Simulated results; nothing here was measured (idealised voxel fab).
You're looking at the process module voxel air gaps.
Section shown: cut. Width: 300 nm. Cell size: 5 nm, square.
A cross-section is written here as square cells arranged in a grid, and it is given in bands from the top down, each band taking up one or more rows of cells. A band entry consists of two parts. The first gives the height of the band's top and the height of its bottom, in nm. The rest lists the band's materials from left to right, each with its width in nm. A single material labelled with the word "everywhere" fills the band from edge to edge, and the word "empty" marks empty space. The reference from which all heights are counted is 0, the level beneath which the as-received wafer is entirely one material; the lowest band, having no lower bound, proceeds downward and is written after the example "z 0 and below". You'd read "30 to 40" like this: the band's top row of cells is as wide as the first number, its bottom row is as wide as the second, and going down, every row changes width by the same amount as the row before did. Take "stayed the same" at face value: in the step it is given for, the cross-section changed in none of its cells. What "Enclosed internal voids" gives you is every empty space of 8 cells or more that is cut off from the top. Each appears as width x height at distance, with the distance taken from the left edge and width, height and distance all in nm. Read whatever lies past the settings on a step's line as the simulator's own remark about the step. Regarding "overlay nm": on a step with a mask, it is the distance the mask lay to the right of its planned place; a negative value places it to the left.

# Process steps foreseen in the plan
1,RECEIVE [material Si]
2,CONFORMAL_DEP [material SiO2] [thk nm 10]
3,CONFORMAL_DEP [material SiN] [thk nm 5]
4,DIRECTIONAL_DEP [material SiO2] [thk nm 35]
5,MASKED_ETCH [tone open] [mask id LINES] [width nm 15] [pitch nm 40] [etch materials SiO2] [depth nm 35] [overlay nm 0]
6,CONFORMAL_DEP [material TiN] [thk nm 5]
7,FILL_DEP [material W] [thk nm 10]
8,CMP [height nm 50]
9,EPI [material Ru] [thk nm 10]
10,SELECTIVE_ETCH [etch materials SiO2] [depth nm 45]
11,CONFORMAL_DEP [material SiCN] [thk nm 5]

# The first of the two wafers, which ran as planned

# The cross-section here shows the wafer as received, i.e. in its state after step 1
    z 0 and below = Si everywhere
    Enclosed internal voids: none

# Step 2 complete: cross-section through the wafer
    z 10 to 0 = SiO2 everywhere
    Anything lower than 0 is untouched.

# Step 3 complete: cross-section through the wafer
    z 15 to 10 = SiN everywhere
    Anything lower than 10 is untouched.

# Step 4 complete: cross-section through the wafer
    z 50 to 15 = SiO2 everywhere
    Anything lower than 15 is untouched.

# Step 5 complete: cross-section through the wafer
    z 50 to 15 = SiO2 (80) | empty (15) | SiO2 (25) | empty (15) | SiO2 (25) | empty (15) | SiO2 (25) | empty (15) | SiO2 (85)
    Anything lower than 15 is untouched.

# Step 6 complete: cross-section through the wafer
    z 55 to 50 = TiN (85) | empty (5) | TiN (35) | empty (5) | TiN (35) | empty (5) | TiN (35) | empty (5) | TiN (90)
    z 50 to 20 = SiO2 (80) | TiN (5) | empty (5) | TiN (5) | SiO2 (25) | TiN (5) | empty (5) | TiN (5) | SiO2 (25) | TiN (5) | empty (5) | TiN (5) | SiO2 (25) | TiN (5) | empty (5) | TiN (5) | SiO2 (85)
    z 20 to 15 = SiO2 (80) | TiN (15) | SiO2 (25) | TiN (15) | SiO2 (25) | TiN (15) | SiO2 (25) | TiN (15) | SiO2 (85)
    Anything lower than 15 is untouched.

# Step 7 complete: cross-section through the wafer
    z 65 to 55 = W everywhere
    z 55 to 50 = TiN (85) | W (5) | TiN (35) | W (5) | TiN (35) | W (5) | TiN (35) | W (5) | TiN (90)
    z 50 to 20 = SiO2 (80) | TiN (5) | W (5) | TiN (5) | SiO2 (25) | TiN (5) | W (5) | TiN (5) | SiO2 (25) | TiN (5) | W (5) | TiN (5) | SiO2 (25) | TiN (5) | W (5) | TiN (5) | SiO2 (85)
    Anything lower than 20 is untouched.

# Step 8 complete: cross-section through the wafer
    z 50 to 20 = SiO2 (80) | TiN (5) | W (5) | TiN (5) | SiO2 (25) | TiN (5) | W (5) | TiN (5) | SiO2 (25) | TiN (5) | W (5) | TiN (5) | SiO2 (25) | TiN (5) | W (5) | TiN (5) | SiO2 (85)
    Anything lower than 20 is untouched.

# Step 9 complete: cross-section through the wafer
    z 60 to 50 = empty (70) | Ru (35) | empty (5) | Ru (35) | empty (5) | Ru (35) | empty (5) | Ru (35) | empty (75)
    Anything lower than 50 is untouched.

# Step 10 complete: cross-section through the wafer
    z 60 to 50 = empty (70) | Ru (35) | empty (5) | Ru (35) | empty (5) | Ru (35) | empty (5) | Ru (35) | empty (75)
    z 50 to 20 = empty (80) | TiN (5) | W (5) | TiN (5) | empty (25) | TiN (5) | W (5) | TiN (5) | empty (25) | TiN (5) | W (5) | TiN (5) | empty (25) | TiN (5) | W (5) | TiN (5) | empty (85)
    z 20 to 15 = empty (80) | TiN (15) | empty (25) | TiN (15) | empty (25) | TiN (15) | empty (25) | TiN (15) | empty (85)
    Anything lower than 15 is untouched.

# Step 11 complete: cross-section through the wafer
    z 65 to 60 = empty (65) | SiCN (165) | empty (70)
    z 60 to 50 = empty (65) | SiCN (5) | Ru (35) | SiCN (5) | Ru (35) | SiCN (5) | Ru (35) | SiCN (5) | Ru (35) | SiCN (5) | empty (70)
    z 50 to 45 = empty (65) | SiCN (15) | TiN (5) | W (5) | TiN (5) | SiCN (25) | TiN (5) | W (5) | TiN (5) | SiCN (25) | TiN (5) | W (5) | TiN (5) | SiCN (25) | TiN (5) | W (5) | TiN (5) | SiCN (15) | empty (70)
    z 45 to 20 = empty (75) | SiCN (5) | TiN (5) | W (5) | TiN (5) | SiCN (5) | empty (15) | SiCN (5) | TiN (5) | W (5) | TiN (5) | SiCN (5) | empty (15) | SiCN (5) | TiN (5) | W (5) | TiN (5) | SiCN (5) | empty (15) | SiCN (5) | TiN (5) | W (5) | TiN (5) | SiCN (5) | empty (80)
    z 20 to 15 = SiCN (80) | TiN (15) | SiCN (25) | TiN (15) | SiCN (25) | TiN (15) | SiCN (25) | TiN (15) | SiCN (85)
    Anything lower than 15 is untouched.
    Enclosed internal voids: 15 x 25 at 100; 15 x 25 at 140; 15 x 25 at 180

# For the second wafer, take the first wafer's start and plan, then add one mistake made in running it; everything through step 10, that step included, is shared with the first

# At the planned end of step 11, the second wafer in cross-section
    z 75 to 60 = empty (55) | SiCN (185) | empty (60)
    z 60 to 50 = empty (55) | SiCN (15) | Ru (35) | SiCN (5) | Ru (35) | SiCN (5) | Ru (35) | SiCN (5) | Ru (35) | SiCN (15) | empty (60)
    z 50 to 45 = empty (55) | SiCN (25) | TiN (5) | W (5) | TiN (5) | SiCN (25) | TiN (5) | W (5) | TiN (5) | SiCN (25) | TiN (5) | W (5) | TiN (5) | SiCN (25) | TiN (5) | W (5) | TiN (5) | SiCN (25) | empty (60)
    z 45 to 35 = empty (55) | SiCN (25) | TiN (5) | W (5) | TiN (5) | SiCN (5) | empty (15) | SiCN (5) | TiN (5) | W (5) | TiN (5) | SiCN (5) | empty (15) | SiCN (5) | TiN (5) | W (5) | TiN (5) | SiCN (5) | empty (15) | SiCN (5) | TiN (5) | W (5) | TiN (5) | SiCN (25) | empty (60)
    z 35 to 30 = empty (65) | SiCN (15) | TiN (5) | W (5) | TiN (5) | SiCN (5) | empty (15) | SiCN (5) | TiN (5) | W (5) | TiN (5) | SiCN (5) | empty (15) | SiCN (5) | TiN (5) | W (5) | TiN (5) | SiCN (5) | empty (15) | SiCN (5) | TiN (5) | W (5) | TiN (5) | SiCN (15) | empty (70)
    z 30 to 20 = SiCN (80) | TiN (5) | W (5) | TiN (5) | SiCN (5) | empty (15) | SiCN (5) | TiN (5) | W (5) | TiN (5) | SiCN (5) | empty (15) | SiCN (5) | TiN (5) | W (5) | TiN (5) | SiCN (5) | empty (15) | SiCN (5) | TiN (5) | W (5) | TiN (5) | SiCN (85)
    z 20 to 15 = SiCN (80) | TiN (15) | SiCN (25) | TiN (15) | SiCN (25) | TiN (15) | SiCN (25) | TiN (15) | SiCN (85)
    Anything lower than 15 is untouched.
    Enclosed internal voids: 15 x 25 at 100; 15 x 25 at 140; 15 x 25 at 180
Finding, execution versus plan: step 11 off recipe, ran as CONFORMAL_DEP [material SiCN] [thk nm 15]
Final comparison by cell count, materials where the second wafer has more or fewer than the first: SiCN: 172 more
